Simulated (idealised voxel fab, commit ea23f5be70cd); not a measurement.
The document below concerns the process module designated voxel plated lines.
Cross-section cut: width 225 nm, square cells of 5 nm.
For the purposes of this document, a cross-section shall be understood as a grid of square cells, specified as bands listed in top-to-bottom order, each band consisting of one or more rows of cells.
It is stipulated that each band's entry specify, in nanometres, the height of the top of the band and then that of its bottom, followed by the materials of the band in left-to-right sequence, each together with its width in nanometres. A single material marked by the word "throughout" is understood to fill the band from edge to edge; the word "blank" is understood to denote empty space.
Beneath 0, the wafer as received is one material, and that level is where height counting begins. The lowest band goes on downward without a bottom; it is written like "0..down".
The width entry "30..40" should be interpreted row by row: the top row of cells in the band takes the first number, the bottom row takes the second number, and the change between adjacent rows is uniform throughout.
"no change" for a step: no cell of the cross-section changed in that step.
Each empty space that has no open way to the top and spans at least 8 cells appears under "Enclosed void inventory" as width x height at distance, the distance counted from the left edge, all in nm.
Past the settings on a step's line: simulator remark, on that step.
overlay nm: for a step with a mask, the amount by which the mask lay right of where it was planned; a negative amount means left of it.

-- Steps planned for the process
step 1: RECEIVE with material Si
step 2: CONFORMAL_DEP with material Al2O3, thk nm 15
step 3: DIRECTIONAL_DEP with material TiN, thk nm 5
step 4: PATTERN with tone open, mask id LINES, material resist, width nm 20, pitch nm 55, thk nm 30, overlay nm 0
step 5: EPI with material Ru, thk nm 5
step 6: EPI with material Ru, thk nm 5
step 7: STRIP with etch materials resist
step 8: DIRECTIONAL_ETCH with etch materials TiN, depth nm 5
step 9: CONFORMAL_DEP with material SiO2, thk nm 10
For clarity, it should be stated that the wafers under discussion commence in an identical condition and differ with respect to the width nm of step 4, the plan indicating the value that the first wafer had.

-- first wafer as received, after step 1
  0..down  Si throughout
  Enclosed void inventory: none

-- Depicted here is the first of several wafers in cross-section, at module completion following the last step, step 9
  40..30  blank (10); SiO2 (40); blank (15); SiO2 (40); blank (15); SiO2 (40); blank (15); SiO2 (40); blank (10)
  30..25  blank (10); SiO2 (10); Ru (20); SiO2 (10); blank (15); SiO2 (10); Ru (20); SiO2 (10); blank (15); SiO2 (10); Ru (20); SiO2 (10); blank (15); SiO2 (10); Ru (20); SiO2 (10); blank (10)
  25..20  SiO2 (20); Ru (20); SiO2 (35); Ru (20); SiO2 (35); Ru (20); SiO2 (35); Ru (20); SiO2 (20)
  20..15  SiO2 (20); TiN (20); SiO2 (35); TiN (20); SiO2 (35); TiN (20); SiO2 (35); TiN (20); SiO2 (20)
  15..0  Al2O3 throughout
  0..down  Si throughout
  Enclosed void inventory: none

-- Cross-section, last wafer, module completion
  40..30  blank (5); SiO2 (50); blank (5); SiO2 (50); blank (5); SiO2 (50); blank (5); SiO2 (50); blank (5)
  30..25  blank (5); SiO2 (10); Ru (30); SiO2 (10); blank (5); SiO2 (10); Ru (30); SiO2 (10); blank (5); SiO2 (10); Ru (30); SiO2 (10); blank (5); SiO2 (10); Ru (30); SiO2 (10); blank (5)
  25..20  SiO2 (15); Ru (30); SiO2 (25); Ru (30); SiO2 (25); Ru (30); SiO2 (25); Ru (30); SiO2 (15)
  20..15  SiO2 (15); TiN (30); SiO2 (25); TiN (30); SiO2 (25); TiN (30); SiO2 (25); TiN (30); SiO2 (15)
  15..0  Al2O3 throughout
  0..down  Si throughout
  Enclosed void inventory: none

-- Note: the following table is arranged by wafer, a row apiece. Each row reports the end-of-module state: per material, cells gained (+) or cells lost (-) compared with the wafer as received; closed voids follow
width nm 20, +135 Al2O3, +32 Ru, +138 SiO2, +16 TiN, Enclosed void inventory: none
width nm 25, +135 Al2O3, +40 Ru, +138 SiO2, +20 TiN, Enclosed void inventory: none
width nm 30, +135 Al2O3, +48 Ru, +138 SiO2, +24 TiN, Enclosed void inventory: none
